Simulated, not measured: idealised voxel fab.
process module | voxel self aligned vias
cross-section cut | 220 nm wide | cells 5 nm
A cross-section is a grid of square cells, given in bands from the top down. A band is one or more rows of cells.
Each band's line starts with the height of the band's top and of its bottom, in nm. Then come its materials from left to right, each with its width in nm. One material with "throughout" fills the band from edge to edge. "air" is empty space.
Height 0 is the level under which the wafer as received is all one material. The lowest band goes on downwards, as in "0 down".
A width such as "30 to 40" changes by the same amount from each row of cells to the next, from the band's top row to its bottom row.
"no change" after a step means that no cell of the cross-section changed.
closed voids: empty space of 8 cells or more with no open way to the top, each as width x height at its distance from the left edge, in nm
after a step's settings: what the simulator itself notes on the step
overlay nm, on a step with a mask: how far to the right of its planned place the mask lay; to the left if negative
plan
1 op RECEIVE | material Si
2 op CONFORMAL_DEP | material SiO2 | thk nm 10
3 op CONFORMAL_DEP | material SiCN | thk nm 5
4 op DIRECTIONAL_DEP | material SiO2 | thk nm 25
5 op MASKED_ETCH | tone open | mask id LINES | width nm 30 | pitch nm 60 | etch materials SiO2 | depth nm 25 | overlay nm 0
6 op CONFORMAL_DEP | material TiN | thk nm 5
7 op FILL_DEP | material W | thk nm 10
8 op CMP | height nm 40
9 op SELECTIVE_ETCH | etch materials W Ru TiN | depth nm 10
10 op FILL_DEP | material SiN | thk nm 5
11 op CMP | height nm 40
12 op DIRECTIONAL_DEP | material SiO2 | thk nm 20
13 op DIRECTIONAL_DEP | material aC | thk nm 15
14 op PATTERN | tone open | mask id VIAS | material resist | width nm 40 | pitch nm 120 | thk nm 30 | overlay nm 0
15 op DIRECTIONAL_ETCH | etch materials aC | depth nm 15
16 op STRIP | etch materials resist
17 op DIRECTIONAL_ETCH | etch materials SiO2 | depth nm 20
18 op DIRECTIONAL_ETCH | etch materials SiN | depth nm 10
19 op STRIP | etch materials aC
20 op CONFORMAL_DEP | material TiN | thk nm 5
21 op FILL_DEP | material Cu | thk nm 5
22 op CMP | height nm 60
23 op CONFORMAL_DEP | material SiN | thk nm 5
as received, after step 1
  0 down: Si throughout
  closed voids: none
a wafer at the end: this start, this plan, one mistake
  65 to 60: SiN throughout
  60 to 45: SiO2 30 | TiN 5 | Cu 30 | TiN 5 | SiO2 80 | TiN 5 | Cu 30 | TiN 5 | SiO2 30
  45 to 40: SiO2 30 | TiN 40 | SiO2 80 | TiN 40 | SiO2 30
  40 to 35: SiCN throughout
  35 to 0: SiO2 throughout
  0 down: Si throughout
  closed voids: none
what went wrong: steps 3 and 4 were swapped
